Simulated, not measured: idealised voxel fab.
Process module name: voxel quadruple lines
Section shown: cut. Width: 190 nm. Cell size: 5 nm, square.
This document writes a cross-section as a grid whose cells are square, and gives it as bands, listed from the top down; one or more rows of cells form a band.
Per band: top height and bottom height in nm, followed by the left-to-right materials and their widths in nm; "throughout" marks a single material spanning edge to edge, "blank" marks empty space.
Heights are measured from 0, the level below which the as-received wafer is all one material; the lowest band has no bottom and continues downward, written as in "top 0, no bottom".
It should be noted that a width expressed as "30..40" varies in equal increments from row to row of cells within the band, taking the value of the first number at the top row and that of the second number at the bottom row.
"everything unchanged" means the step left every cell of the cross-section as it was.
In "Enclosed void inventory" the enclosed voids are listed, meaning empty spaces of 8 cells or larger without any opening to the top. The form is width x height at distance, distance from the left edge, units nm.
Where a step's line continues beyond its settings, the continuation is a remark by the simulator itself on that step.
overlay nm: right-of-plan distance of the mask on a masked step; negative values mean left-of-plan.
The process steps that were planned are listed below:
1. RECEIVE [material Si]
2. CONFORMAL_DEP [material SiO2] [thk nm 10]
3. DIRECTIONAL_DEP [material W] [thk nm 15]
4. DIRECTIONAL_DEP [material polySi] [thk nm 15]
5. DIRECTIONAL_DEP [material aC] [thk nm 25]
6. PATTERN [tone cover] [mask id MANDREL] [material resist] [width nm 20] [pitch nm 60] [thk nm 30] [overlay nm 0]
7. DIRECTIONAL_ETCH [etch materials aC] [depth nm 25]
8. STRIP [etch materials resist]
9. CONFORMAL_DEP [material SiO2] [thk nm 10]
10. DIRECTIONAL_ETCH [etch materials SiO2] [depth nm 10]
11. STRIP [etch materials aC]
12. DIRECTIONAL_ETCH [etch materials polySi] [depth nm 15]
13. STRIP [etch materials SiO2]
14. CONFORMAL_DEP [material SiCN] [thk nm 5]
15. DIRECTIONAL_ETCH [etch materials SiCN] [depth nm 5]
16. STRIP [etch materials polySi]
17. DIRECTIONAL_ETCH [etch materials W] [depth nm 15]
18. STRIP [etch materials SiCN]
Delivered wafer in cross-section: state after step 1:
top 0, no bottom = Si throughout
Enclosed void inventory: none
The cross-section shown corresponds to the wafer at the conclusion of the module. The initial structure and the process plan are those presented above; however, one mistake occurred in executing the plan:
top 25, bottom 10 = 40 of blank / 5 of W / 10 of blank / 5 of W / 15 of blank / 5 of W / 10 of blank / 5 of W / 5 of blank / 5 of W / 10 of blank / 5 of W / 15 of blank / 5 of W / 10 of blank / 5 of W / 35 of blank
top 10, bottom 0 = SiO2 throughout
top 0, no bottom = Si throughout
Enclosed void inventory: none
What was done differently from what was planned? step 6 ran differently from the plan; actual operation with settings: PATTERN [tone cover] [mask id MANDREL] [material resist] [width nm 25] [pitch nm 60] [thk nm 30] [overlay nm 0]
